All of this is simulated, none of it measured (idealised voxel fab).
This section sets out a process module, namely voxel gate over fins.
255 nm wide, 5 nm square cells: that's cross-section cut.
Square cells in a grid make up a cross-section in this document, and the grid is given as bands, listed from the top down, each one or more rows of cells. Within each band entry, the heights of the top and of the bottom of the band appear first, in that order and in nm; the materials of the band then follow from left to right, each with its corresponding width in nm. The designation "everywhere" on a single material indicates that it fills the band from edge to edge; the designation "empty" indicates empty space. Where do heights start? At 0: under that level the wafer as delivered is made of one material only. And the lowest band has no floor; it just carries on downward, as in "0..down". Width "30..40": first value at the band's top row of cells, second value at its bottom row, equal change from row to row. "remains unaltered" (step): cross-section cells unchanged, all of them. "Sealed void list": empty spaces of 8 cells or more with no open way to the top, each given as width x height at distance, distance from the left edge, all in nm. Past the settings on a step's line: simulator remark, on that step. Steps that use a mask can have "overlay nm" on their line. It says how far the mask sat to the right of where it was meant to be. Negative means to the left.
[plan]
- 1: RECEIVE with material Si
- 2: CONFORMAL_DEP with material SiN, thk nm 10
- 3: MASKED_ETCH with tone cover, mask id FINS, width nm 15, pitch nm 55, etch materials SiN, depth nm 10, overlay nm 0
- 4: MASKED_ETCH with tone cover, mask id FINS, width nm 15, pitch nm 55, etch materials Si, depth nm 40, overlay nm 0
- 5: OXIDIZE with depth nm 5
- 6: FILL_DEP with material SiO2, thk nm 10
- 7: CMP with height nm 10
- 8: DIRECTIONAL_DEP with material aC, thk nm 10
- 9: PATTERN with tone open, mask id RAIL, material resist, width nm 15, thk nm 30, overlay nm 0
- 10: DIRECTIONAL_ETCH with etch materials aC, depth nm 10
- 11: STRIP with etch materials resist
- 12: DIRECTIONAL_ETCH with etch materials SiO2, depth nm 45
- 13: STRIP with etch materials aC
- 14: CONFORMAL_DEP with material TiN, thk nm 5
- 15: FILL_DEP with material W, thk nm 10
- 16: CMP with height nm 10
- 17: SELECTIVE_ETCH with etch materials W Ru TiN, depth nm 35
- 18: FILL_DEP with material SiO2, thk nm 5
- 19: CMP with height nm 10
- 20: SELECTIVE_ETCH with etch materials SiO2, depth nm 25
- 21: STRIP with etch materials SiN
- 22: CONFORMAL_DEP with material HfO2, thk nm 5
- 23: CONFORMAL_DEP with material TiN, thk nm 5
- 24: FILL_DEP with material W, thk nm 15
- 25: CMP with height nm 20
- 26: CONFORMAL_DEP with material SiCN, thk nm 10
[Concerning the first of two wafers, which was run in accordance with the plan]
[Wafer cross-section on receipt, i.e. after step 1]
	0..down: Si everywhere
	Sealed void list: none
[Cross-section of the wafer subsequent to step 2]
	10..0: SiN everywhere
	Below 0, the layers are the same as they were.
[Cross-section of the wafer subsequent to step 3]
	10..0: empty: 35  SiN: 15  empty: 40  SiN: 15  empty: 40  SiN: 15  empty: 40  SiN: 15  empty: 40
	Below 0, the layers are the same as they were.
[Cross-section of the wafer subsequent to step 4]
	10..0: empty: 35  SiN: 15  empty: 40  SiN: 15  empty: 40  SiN: 15  empty: 40  SiN: 15  empty: 40
	0..-40: empty: 35  Si: 15  empty: 40  Si: 15  empty: 40  Si: 15  empty: 40  Si: 15  empty: 40
	Below -40, the layers are the same as they were.
[Cross-section of the wafer subsequent to step 5]
	10..0: empty: 35  SiN: 15  empty: 40  SiN: 15  empty: 40  SiN: 15  empty: 40  SiN: 15  empty: 40
	0..-40: empty: 35  SiO2: 5  Si: 5  SiO2: 5  empty: 40  SiO2: 5  Si: 5  SiO2: 5  empty: 40  SiO2: 5  Si: 5  SiO2: 5  empty: 40  SiO2: 5  Si: 5  SiO2: 5  empty: 40
	-40..-45: SiO2: 40  Si: 5  SiO2: 50  Si: 5  SiO2: 50  Si: 5  SiO2: 50  Si: 5  SiO2: 45
	Below -45, the layers are the same as they were.
[Cross-section of the wafer subsequent to step 6]
	20..10: SiO2 everywhere
	10..0: SiO2: 35  SiN: 15  SiO2: 40  SiN: 15  SiO2: 40  SiN: 15  SiO2: 40  SiN: 15  SiO2: 40
	0..-45: SiO2: 40  Si: 5  SiO2: 50  Si: 5  SiO2: 50  Si: 5  SiO2: 50  Si: 5  SiO2: 45
	Below -45, the layers are the same as they were.
[Cross-section of the wafer subsequent to step 7]
	10..0: SiO2: 35  SiN: 15  SiO2: 40  SiN: 15  SiO2: 40  SiN: 15  SiO2: 40  SiN: 15  SiO2: 40
	Below 0, the layers are the same as they were.
[Cross-section of the wafer subsequent to step 8]
	20..10: aC everywhere
	Below 10, the layers are the same as they were.
[Cross-section of the wafer subsequent to step 9]
	50..20: resist: 60  empty: 15  resist: 180
	Below 20, the layers are the same as they were.
[Cross-section of the wafer subsequent to step 10]
	40..20: resist: 60  empty: 15  resist: 180
	20..10: aC: 60  empty: 15  aC: 180
	Below 10, the layers are the same as they were.
[Cross-section of the wafer subsequent to step 11]
	20..10: aC: 60  empty: 15  aC: 180
	Below 10, the layers are the same as they were.
[Cross-section of the wafer subsequent to step 12]
	20..10: aC: 60  empty: 15  aC: 180
	10..0: SiO2: 35  SiN: 15  SiO2: 10  empty: 15  SiO2: 15  SiN: 15  SiO2: 40  SiN: 15  SiO2: 40  SiN: 15  SiO2: 40
	0..-35: SiO2: 40  Si: 5  SiO2: 15  empty: 15  SiO2: 20  Si: 5  SiO2: 50  Si: 5  SiO2: 50  Si: 5  SiO2: 45
	Below -35, the layers are the same as they were.
[Cross-section of the wafer subsequent to step 13]
	10..0: SiO2: 35  SiN: 15  SiO2: 10  empty: 15  SiO2: 15  SiN: 15  SiO2: 40  SiN: 15  SiO2: 40  SiN: 15  SiO2: 40
	Below 0, the layers are the same as they were.
[Cross-section of the wafer subsequent to step 14]
	15..10: TiN: 65  empty: 5  TiN: 185
	10..0: SiO2: 35  SiN: 15  SiO2: 10  TiN: 5  empty: 5  TiN: 5  SiO2: 15  SiN: 15  SiO2: 40  SiN: 15  SiO2: 40  SiN: 15  SiO2: 40
	0..-30: SiO2: 40  Si: 5  SiO2: 15  TiN: 5  empty: 5  TiN: 5  SiO2: 20  Si: 5  SiO2: 50  Si: 5  SiO2: 50  Si: 5  SiO2: 45
	-30..-35: SiO2: 40  Si: 5  SiO2: 15  TiN: 15  SiO2: 20  Si: 5  SiO2: 50  Si: 5  SiO2: 50  Si: 5  SiO2: 45
	Below -35, the layers are the same as they were.
[Cross-section of the wafer subsequent to step 15]
	25..15: W everywhere
	15..10: TiN: 65  W: 5  TiN: 185
	10..0: SiO2: 35  SiN: 15  SiO2: 10  TiN: 5  W: 5  TiN: 5  SiO2: 15  SiN: 15  SiO2: 40  SiN: 15  SiO2: 40  SiN: 15  SiO2: 40
	0..-30: SiO2: 40  Si: 5  SiO2: 15  TiN: 5  W: 5  TiN: 5  SiO2: 20  Si: 5  SiO2: 50  Si: 5  SiO2: 50  Si: 5  SiO2: 45
	Below -30, the layers are the same as they were.
[Cross-section of the wafer subsequent to step 16]
	10..0: SiO2: 35  SiN: 15  SiO2: 10  TiN: 5  W: 5  TiN: 5  SiO2: 15  SiN: 15  SiO2: 40  SiN: 15  SiO2: 40  SiN: 15  SiO2: 40
	Below 0, the layers are the same as they were.
[Cross-section of the wafer subsequent to step 17]
	10..0: SiO2: 35  SiN: 15  SiO2: 10  empty: 15  SiO2: 15  SiN: 15  SiO2: 40  SiN: 15  SiO2: 40  SiN: 15  SiO2: 40
	0..-25: SiO2: 40  Si: 5  SiO2: 15  empty: 15  SiO2: 20  Si: 5  SiO2: 50  Si: 5  SiO2: 50  Si: 5  SiO2: 45
	Below -25, the layers are the same as they were.
[Cross-section of the wafer subsequent to step 18]
	15..10: SiO2 everywhere
	10..0: SiO2: 35  SiN: 15  SiO2: 40  SiN: 15  SiO2: 40  SiN: 15  SiO2: 40  SiN: 15  SiO2: 40
	0..-25: SiO2: 40  Si: 5  SiO2: 50  Si: 5  SiO2: 50  Si: 5  SiO2: 50  Si: 5  SiO2: 45
	Below -25, the layers are the same as they were.
[Cross-section of the wafer subsequent to step 19]
	10..0: SiO2: 35  SiN: 15  SiO2: 40  SiN: 15  SiO2: 40  SiN: 15  SiO2: 40  SiN: 15  SiO2: 40
	Below 0, the layers are the same as they were.
[Cross-section of the wafer subsequent to step 20]
	10..0: empty: 35  SiN: 15  empty: 40  SiN: 15  empty: 40  SiN: 15  empty: 40  SiN: 15  empty: 40
	0..-15: empty: 40  Si: 5  empty: 50  Si: 5  empty: 50  Si: 5  empty: 50  Si: 5  empty: 45
	Below -15, the layers are the same as they were.
[Cross-section of the wafer subsequent to step 21]
	0..-15: empty: 40  Si: 5  empty: 50  Si: 5  empty: 50  Si: 5  empty: 50  Si: 5  empty: 45
	Below -15, the layers are the same as they were.
[Cross-section of the wafer subsequent to step 22]
	5..0: empty: 35  HfO2: 15  empty: 40  HfO2: 15  empty: 40  HfO2: 15  empty: 40  HfO2: 15  empty: 40
	0..-10: empty: 35  HfO2: 5  Si: 5  HfO2: 5  empty: 40  HfO2: 5  Si: 5  HfO2: 5  empty: 40  HfO2: 5  Si: 5  HfO2: 5  empty: 40  HfO2: 5  Si: 5  HfO2: 5  empty: 40
	-10..-15: HfO2: 40  Si: 5  HfO2: 50  Si: 5  HfO2: 50  Si: 5  HfO2: 50  Si: 5  HfO2: 45
	Below -15, the layers are the same as they were.
[Cross-section of the wafer subsequent to step 23]
	10..5: empty: 30  TiN: 25  empty: 30  TiN: 25  empty: 30  TiN: 25  empty: 30  TiN: 25  empty: 35
	5..0: empty: 30  TiN: 5  HfO2: 15  TiN: 5  empty: 30  TiN: 5  HfO2: 15  TiN: 5  empty: 30  TiN: 5  HfO2: 15  TiN: 5  empty: 30  TiN: 5  HfO2: 15  TiN: 5  empty: 35
	0..-5: empty: 30  TiN: 5  HfO2: 5  Si: 5  HfO2: 5  TiN: 5  empty: 30  TiN: 5  HfO2: 5  Si: 5  HfO2: 5  TiN: 5  empty: 30  TiN: 5  HfO2: 5  Si: 5  HfO2: 5  TiN: 5  empty: 30  TiN: 5  HfO2: 5  Si: 5  HfO2: 5  TiN: 5  empty: 35
	-5..-10: TiN: 35  HfO2: 5  Si: 5  HfO2: 5  TiN: 40  HfO2: 5  Si: 5  HfO2: 5  TiN: 40  HfO2: 5  Si: 5  HfO2: 5  TiN: 40  HfO2: 5  Si: 5  HfO2: 5  TiN: 40
	Below -10, the layers are the same as they were.
[Cross-section of the wafer subsequent to step 24]
	25..10: W everywhere
	10..5: W: 30  TiN: 25  W: 30  TiN: 25  W: 30  TiN: 25  W: 30  TiN: 25  W: 35
	5..0: W: 30  TiN: 5  HfO2: 15  TiN: 5  W: 30  TiN: 5  HfO2: 15  TiN: 5  W: 30  TiN: 5  HfO2: 15  TiN: 5  W: 30  TiN: 5  HfO2: 15  TiN: 5  W: 35
	0..-5: W: 30  TiN: 5  HfO2: 5  Si: 5  HfO2: 5  TiN: 5  W: 30  TiN: 5  HfO2: 5  Si: 5  HfO2: 5  TiN: 5  W: 30  TiN: 5  HfO2: 5  Si: 5  HfO2: 5  TiN: 5  W: 30  TiN: 5  HfO2: 5  Si: 5  HfO2: 5  TiN: 5  W: 35
	Below -5, the layers are the same as they were.
[Cross-section of the wafer subsequent to step 25]
	20..10: W everywhere
	Below 10, the layers are the same as they were.
[Cross-section of the wafer subsequent to step 26]
	30..20: SiCN everywhere
	Below 20, the layers are the same as they were.
[Second wafer, same starting state and plan as the first, one mistake in the run, identical through step 2]
[Second wafer, sectioned view, at step 3's planned end time]
	10..0: SiN: 35  empty: 15  SiN: 40  empty: 15  SiN: 40  empty: 15  SiN: 40  empty: 15  SiN: 40
	Below 0, the layers are the same as they were.
Second wafer, sectioned view, at step 4's planned end time: remains unaltered
[Second wafer, sectioned view, at step 5's planned end time]
	10..0: SiN: 35  empty: 15  SiN: 40  empty: 15  SiN: 40  empty: 15  SiN: 40  empty: 15  SiN: 40
	0..-5: Si: 30  SiO2: 25  Si: 30  SiO2: 25  Si: 30  SiO2: 25  Si: 30  SiO2: 25  Si: 35
	Below -5, the layers are the same as they were.
[Second wafer, sectioned view, at step 6's planned end time]
	20..10: SiO2 everywhere
	10..0: SiN: 35  SiO2: 15  SiN: 40  SiO2: 15  SiN: 40  SiO2: 15  SiN: 40  SiO2: 15  SiN: 40
	Below 0, the layers are the same as they were.
[Second wafer, sectioned view, at step 7's planned end time]
	10..0: SiN: 35  SiO2: 15  SiN: 40  SiO2: 15  SiN: 40  SiO2: 15  SiN: 40  SiO2: 15  SiN: 40
	Below 0, the layers are the same as they were.
[Second wafer, sectioned view, at step 8's planned end time]
	20..10: aC everywhere
	Below 10, the layers are the same as they were.
[Second wafer, sectioned view, at step 9's planned end time]
	50..20: resist: 60  empty: 15  resist: 180
	Below 20, the layers are the same as they were.
[Second wafer, sectioned view, at step 10's planned end time]
	40..20: resist: 60  empty: 15  resist: 180
	20..10: aC: 60  empty: 15  aC: 180
	Below 10, the layers are the same as they were.
[Second wafer, sectioned view, at step 11's planned end time]
	20..10: aC: 60  empty: 15  aC: 180
	Below 10, the layers are the same as they were.
Second wafer, sectioned view, at step 12's planned end time: remains unaltered
[Second wafer, sectioned view, at step 13's planned end time]
	10..0: SiN: 35  SiO2: 15  SiN: 40  SiO2: 15  SiN: 40  SiO2: 15  SiN: 40  SiO2: 15  SiN: 40
	Below 0, the layers are the same as they were.
[Second wafer, sectioned view, at step 14's planned end time]
	15..10: TiN everywhere
	Below 10, the layers are the same as they were.
[Second wafer, sectioned view, at step 15's planned end time]
	25..15: W everywhere
	Below 15, the layers are the same as they were.
[Second wafer, sectioned view, at step 16's planned end time]
	10..0: SiN: 35  SiO2: 15  SiN: 40  SiO2: 15  SiN: 40  SiO2: 15  SiN: 40  SiO2: 15  SiN: 40
	Below 0, the layers are the same as they were.
Second wafer, sectioned view, at step 17's planned end time: remains unaltered
[Second wafer, sectioned view, at step 18's planned end time]
	15..10: SiO2 everywhere
	Below 10, the layers are the same as they were.
[Second wafer, sectioned view, at step 19's planned end time]
	10..0: SiN: 35  SiO2: 15  SiN: 40  SiO2: 15  SiN: 40  SiO2: 15  SiN: 40  SiO2: 15  SiN: 40
	Below 0, the layers are the same as they were.
[Second wafer, sectioned view, at step 20's planned end time]
	10..0: SiN: 35  empty: 15  SiN: 40  empty: 15  SiN: 40  empty: 15  SiN: 40  empty: 15  SiN: 40
	0..-5: Si: 30  empty: 25  Si: 30  empty: 25  Si: 30  empty: 25  Si: 30  empty: 25  Si: 35
	Below -5, the layers are the same as they were.
[Second wafer, sectioned view, at step 21's planned end time]
	0..-5: Si: 30  empty: 25  Si: 30  empty: 25  Si: 30  empty: 25  Si: 30  empty: 25  Si: 35
	Below -5, the layers are the same as they were.
[Second wafer, sectioned view, at step 22's planned end time]
	5..0: HfO2: 35  empty: 15  HfO2: 40  empty: 15  HfO2: 40  empty: 15  HfO2: 40  empty: 15  HfO2: 40
	0..-5: Si: 30  HfO2: 25  Si: 30  HfO2: 25  Si: 30  HfO2: 25  Si: 30  HfO2: 25  Si: 35
	Below -5, the layers are the same as they were.
[Second wafer, sectioned view, at step 23's planned end time]
	10..5: TiN: 40  empty: 5  TiN: 50  empty: 5  TiN: 50  empty: 5  TiN: 50  empty: 5  TiN: 45
	5..0: HfO2: 35  TiN: 15  HfO2: 40  TiN: 15  HfO2: 40  TiN: 15  HfO2: 40  TiN: 15  HfO2: 40
	Below 0, the layers are the same as they were.
[Second wafer, sectioned view, at step 24's planned end time]
	25..10: W everywhere
	10..5: TiN: 40  W: 5  TiN: 50  W: 5  TiN: 50  W: 5  TiN: 50  W: 5  TiN: 45
	Below 5, the layers are the same as they were.
[Second wafer, sectioned view, at step 25's planned end time]
	20..10: W everywhere
	Below 10, the layers are the same as they were.
[Second wafer, sectioned view, at step 26's planned end time]
	30..20: SiCN everywhere
	Below 20, the layers are the same as they were.
Run error: step 3 ran as: MASKED_ETCH with tone open, mask id FINS, width nm 15, pitch nm 55, etch materials SiN, depth nm 10, overlay nm 0
Upon completion, the second wafer contains, in terms of cells, a greater or smaller amount of certain materials than the first wafer: HfO2 -16; Si +403; SiO2 -276; TiN -21; W -90
